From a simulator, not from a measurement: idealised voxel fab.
Process module in this document: voxel ribs on slabs
Shown is cross-section cut, with a width of 175 nm and square cells of size 5 nm.
In what follows, cross-sections appear as grids of square cells, described through bands that run from the top down, where every band is one or more rows of cells. The band entry comprises the height of the band's top followed by the height of its bottom, expressed in nm, and subsequently the band's materials from left to right, each stated together with its width in nm. Where a single material is marked with the word "edge to edge", that material fills the band from edge to edge. The word "empty" represents empty space. Convention: height 0 is the level below which the wafer, as received, is all one material. The lowest band does not terminate at the bottom but continues downward, represented as "z 0 and below". A two-number width, for instance "30->40", indicates that the width is equal to the first number in the top row of the band and to the second number in the bottom row, and that it changes by a constant amount per row of cells. "remained unchanged" for a step: no cell of the cross-section changed in that step. Each empty space that has no open way to the top and spans at least 8 cells appears under "Closed void inventory" as width x height at distance, the distance counted from the left edge, all in nm. Post-settings text on a step line: simulator's own remark regarding the step. On any step carrying a mask, the "overlay nm" setting, if present on the step's line, tells how far right of its planned place the mask lay; negative values point to the left.
This section lists the process steps that were planned
- 1: RECEIVE | material Si
- 2: DIRECTIONAL_DEP | material SiO2 | thk nm 30
- 3: DIRECTIONAL_DEP | material SiN | thk nm 20
- 4: PATTERN | tone cover | mask id RIB | material resist | width nm 25 | thk nm 20 | overlay nm 0
- 5: DIRECTIONAL_ETCH | etch materials SiN | depth nm 10
- 6: STRIP | etch materials resist
- 7: PATTERN | tone cover | mask id SLAB | material resist | width nm 65 | thk nm 15 | overlay nm 0
- 8: DIRECTIONAL_ETCH | etch materials SiN | depth nm 10
- 9: STRIP | etch materials resist
- 10: FILL_DEP | material SiO2 | thk nm 20
- 11: CMP | height nm 65
- 12: DIRECTIONAL_DEP | material W | thk nm 10
- 13: MASKED_ETCH | tone cover | mask id HEATER | width nm 25 | etch materials W | depth nm 10 | overlay nm 0
- 14: CONFORMAL_DEP | material SiN | thk nm 5
The width nm used in step 13 is not the same on every wafer, whereas the starting condition is; the value printed in the plan is the first wafer's.
Step 1 complete: as-received cross-section of the first of several wafers
z 0 and below: Si edge to edge
Closed void inventory: none
After the module's final step, step 14: the first of several wafers in cross-section
z 80 to 75: empty: 70 / SiN: 35 / empty: 70
z 75 to 70: empty: 70 / SiN: 5 / W: 25 / SiN: 5 / empty: 70
z 70 to 65: SiN: 75 / W: 25 / SiN: 75
z 65 to 50: SiO2 edge to edge
z 50 to 40: SiO2: 75 / SiN: 25 / SiO2: 75
z 40 to 30: SiO2: 55 / SiN: 65 / SiO2: 55
z 30 to 0: SiO2 edge to edge
z 0 and below: Si edge to edge
Closed void inventory: none
So this is the cross-section on the last wafer at the end of the module
z 80 to 75: empty: 60 / SiN: 60 / empty: 55
z 75 to 70: empty: 60 / SiN: 5 / W: 50 / SiN: 5 / empty: 55
z 70 to 65: SiN: 65 / W: 50 / SiN: 60
z 65 to 50: SiO2 edge to edge
z 50 to 40: SiO2: 75 / SiN: 25 / SiO2: 75
z 40 to 30: SiO2: 55 / SiN: 65 / SiO2: 55
z 30 to 0: SiO2 edge to edge
z 0 and below: Si edge to edge
Closed void inventory: none
End of module, by wafer: material-by-material cell gain (+) or loss (-) since receipt, then closed voids
width nm 25; +75 SiN; +419 SiO2; +10 W; Closed void inventory: none
width nm 30; +75 SiN; +419 SiO2; +12 W; Closed void inventory: none
width nm 35; +75 SiN; +419 SiO2; +14 W; Closed void inventory: none
width nm 40; +75 SiN; +419 SiO2; +16 W; Closed void inventory: none
width nm 45; +75 SiN; +419 SiO2; +18 W; Closed void inventory: none
width nm 50; +75 SiN; +419 SiO2; +20 W; Closed void inventory: none
